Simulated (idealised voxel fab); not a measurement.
process module | voxel double patterning
cross-section cut | 165 nm wide | cells 5 nm
A cross-section is a grid of square cells, given in bands from the top down. A band is one or more rows of cells.
Each band's line starts with the height of the band's top and of its bottom, in nm. Then come its materials from left to right, each with its width in nm. One material with "throughout" fills the band from edge to edge. "air" is empty space.
Height 0 is the level under which the wafer as received is all one material. The lowest band goes on downwards, as in "0 down".
A width such as "30 to 40" changes by the same amount from each row of cells to the next, from the band's top row to its bottom row.
"no change" after a step means that no cell of the cross-section changed.
closed voids: empty space of 8 cells or more with no open way to the top, each as width x height at its distance from the left edge, in nm
after a step's settings: what the simulator itself notes on the step
overlay nm, on a step with a mask: how far to the right of its planned place the mask lay; to the left if negative
plan
1 op RECEIVE | material Si
2 op CONFORMAL_DEP | material SiO2 | thk nm 10
3 op DIRECTIONAL_DEP | material polySi | thk nm 15
4 op DIRECTIONAL_DEP | material SiN | thk nm 10
5 op DIRECTIONAL_DEP | material aC | thk nm 10
6 op PATTERN | tone open | mask id FIRST | material resist | width nm 15 | pitch nm 50 | thk nm 30 | overlay nm 0
7 op DIRECTIONAL_ETCH | etch materials aC | depth nm 10
8 op STRIP | etch materials resist
9 op DIRECTIONAL_ETCH | etch materials SiN | depth nm 10
10 op STRIP | etch materials aC
11 op DIRECTIONAL_DEP | material aC | thk nm 10
12 op PATTERN | tone open | mask id SECOND | material resist | width nm 15 | pitch nm 50 | thk nm 30 | overlay nm -15
13 op DIRECTIONAL_ETCH | etch materials aC | depth nm 10
14 op STRIP | etch materials resist
15 op DIRECTIONAL_ETCH | etch materials SiN | depth nm 10
16 op STRIP | etch materials aC
17 op DIRECTIONAL_ETCH | etch materials polySi | depth nm 15
18 op STRIP | etch materials SiN
varied across the wafers: overlay nm of step 12. The plan shows the first wafer's value. All wafers start alike
first wafer as received, after step 1
  0 down: Si throughout
  closed voids: none
each wafer at the end: cells of each material gained (+) or lost (-) since it was received, then its closed voids
overlay nm -15 | +66 SiO2 | +60 polySi | closed voids: none
overlay nm -10 | +66 SiO2 | +54 polySi | closed voids: none
overlay nm -5 | +66 SiO2 | +54 polySi | closed voids: none
overlay nm 0 | +66 SiO2 | +54 polySi | closed voids: none
overlay nm 5 | +66 SiO2 | +54 polySi | closed voids: none
overlay nm 10 | +66 SiO2 | +54 polySi | closed voids: none
overlay nm 15 | +66 SiO2 | +60 polySi | closed voids: none
